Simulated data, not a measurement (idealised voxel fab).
The process module presented herein is designated voxel capacitor over wiring.
cross-section cut | 180 nm wide | cells 5 nm
In what follows, cross-sections appear as grids of square cells, described through bands that run from the top down, where every band is one or more rows of cells.
The band entry comprises the height of the band's top followed by the height of its bottom, expressed in nm, and subsequently the band's materials from left to right, each stated together with its width in nm. Where a single material is marked with the word "full width", that material fills the band from edge to edge. The word "air" represents empty space.
Note: height 0 marks the level under which the wafer is uniformly one material as received. Lowest band unbounded below, written "top 0, no bottom".
The notation "30 to 40" denotes a width that varies across the rows of cells in the band, beginning at the first number in the top row, finishing at the second number in the bottom row, and changing by an identical amount from each row to the next.
When a step is marked "no change", none of the cells in the cross-section changed during that step.
Closed empty spaces (no open way to the top) of 8 cells or more are what "Completely sealed voids" lists, each as width x height at distance from the left edge, nm for all three.
Anything after a step's settings on that line? It's the simulator's own note about the step.
What "overlay nm" on a step's line means: if the step has a mask, that mask lay this far to the right of its planned place, or, when the value is negative, to the left.

**Planned process steps**
1. RECEIVE,material Si
2. CONFORMAL_DEP,material SiO2,thk nm 15
3. CONFORMAL_DEP,material SiCN,thk nm 5
4. DIRECTIONAL_DEP,material SiO2,thk nm 25
5. MASKED_ETCH,tone open,mask id METAL_1,width nm 25,pitch nm 75,etch materials SiO2,depth nm 15,overlay nm 0
6. MASKED_ETCH,tone open,mask id METAL_1,width nm 25,pitch nm 75,etch materials SiCN,depth nm 5,overlay nm 0
7. CONFORMAL_DEP,material TiN,thk nm 5
8. FILL_DEP,material W,thk nm 10
9. CMP,height nm 45
10. CONFORMAL_DEP,material SiCN,thk nm 5
11. DIRECTIONAL_DEP,material SiO2,thk nm 20
12. MASKED_ETCH,tone open,mask id PLUG_1,width nm 15,etch materials SiO2,depth nm 20,overlay nm 0
13. MASKED_ETCH,tone open,mask id PLUG_1,width nm 15,etch materials SiCN,depth nm 5,overlay nm 0
14. EPI,material Ru,thk nm 10
15. EPI,material Ru,thk nm 10
16. EPI,material Ru,thk nm 5
17. DIRECTIONAL_DEP,material TiN,thk nm 10
18. DIRECTIONAL_DEP,material SiN,thk nm 5
19. DIRECTIONAL_DEP,material TiN,thk nm 10
20. MASKED_ETCH,tone cover,mask id UPPER_PLATE,width nm 55,etch materials TiN,depth nm 10,overlay nm 0
21. MASKED_ETCH,tone cover,mask id UPPER_PLATE,width nm 55,etch materials SiN,depth nm 5,overlay nm 0
22. PATTERN,tone cover,mask id LOWER_PLATE,material resist,width nm 65,thk nm 20,overlay nm 0
23. DIRECTIONAL_ETCH,etch materials TiN,depth nm 10
24. STRIP,etch materials resist
25. FILL_DEP,material SiO2,thk nm 15
26. CMP,height nm 105
27. MASKED_ETCH,tone open,mask id PLUG_2,width nm 15,etch materials SiO2,depth nm 10,overlay nm 0
28. CONFORMAL_DEP,material TiN,thk nm 5
29. FILL_DEP,material Cu,thk nm 10
30. CMP,height nm 105
31. CONFORMAL_DEP,material SiN,thk nm 5
The plan shows the depth nm of step 5 as the first wafer had it; this setting differs between the wafers, which start out alike.

**Received condition of the first of several wafers, sectioned: post-step 1**
- top 0, no bottom = Si full width
- Completely sealed voids: none

**first wafer at the end, after step 31**
- top 110, bottom 105 = SiN full width
- top 105, bottom 100 = 60 SiO2 / 5 TiN / 5 Cu / 5 TiN / 105 SiO2
- top 100, bottom 95 = 60 SiO2 / 15 TiN / 105 SiO2
- top 95, bottom 85 = 50 SiO2 / 55 TiN / 75 SiO2
- top 85, bottom 80 = 50 SiO2 / 55 SiN / 75 SiO2
- top 80, bottom 70 = 45 SiO2 / 65 TiN / 70 SiO2
- top 70, bottom 50 = 50 SiO2 / 15 Ru / 115 SiO2
- top 50, bottom 45 = 50 SiCN / 15 Ru / 115 SiCN
- top 45, bottom 35 = 40 SiO2 / 5 TiN / 15 W / 5 TiN / 50 SiO2 / 5 TiN / 15 W / 5 TiN / 40 SiO2
- top 35, bottom 30 = 40 SiO2 / 25 TiN / 50 SiO2 / 25 TiN / 40 SiO2
- top 30, bottom 20 = SiO2 full width
- top 20, bottom 15 = SiCN full width
- top 15, bottom 0 = SiO2 full width
- top 0, no bottom = Si full width
- Completely sealed voids: none

**Cross-section of the final wafer among several, taken at the end of the module**
- top 110, bottom 105 = SiN full width
- top 105, bottom 100 = 60 SiO2 / 5 TiN / 5 Cu / 5 TiN / 105 SiO2
- top 100, bottom 95 = 60 SiO2 / 15 TiN / 105 SiO2
- top 95, bottom 85 = 50 SiO2 / 55 TiN / 75 SiO2
- top 85, bottom 80 = 50 SiO2 / 55 SiN / 75 SiO2
- top 80, bottom 70 = 45 SiO2 / 65 TiN / 70 SiO2
- top 70, bottom 50 = 50 SiO2 / 15 Ru / 115 SiO2
- top 50, bottom 45 = 50 SiCN / 15 Ru / 115 SiCN
- top 45, bottom 20 = 40 SiO2 / 5 TiN / 15 W / 5 TiN / 50 SiO2 / 5 TiN / 15 W / 5 TiN / 40 SiO2
- top 20, bottom 15 = 40 SiCN / 25 TiN / 50 SiCN / 25 TiN / 40 SiCN
- top 15, bottom 0 = SiO2 full width
- top 0, no bottom = Si full width
- Completely sealed voids: none

**Table: wafers, a row each; end-of-module cell change per material since receipt, gain (+), loss (-); then closed voids**
depth nm 15, +1 Cu, +15 Ru, +69 SiCN, +47 SiN, +577 SiO2, +71 TiN, +12 W, Completely sealed voids: none
depth nm 20, +1 Cu, +15 Ru, +69 SiCN, +47 SiN, +567 SiO2, +75 TiN, +18 W, Completely sealed voids: none
depth nm 25, +1 Cu, +15 Ru, +59 SiCN, +47 SiN, +557 SiO2, +83 TiN, +30 W, Completely sealed voids: none
depth nm 30, +1 Cu, +15 Ru, +59 SiCN, +47 SiN, +557 SiO2, +83 TiN, +30 W, Completely sealed voids: none
depth nm 35, +1 Cu, +15 Ru, +59 SiCN, +47 SiN, +557 SiO2, +83 TiN, +30 W, Completely sealed voids: none
depth nm 40, +1 Cu, +15 Ru, +59 SiCN, +47 SiN, +557 SiO2, +83 TiN, +30 W, Completely sealed voids: none
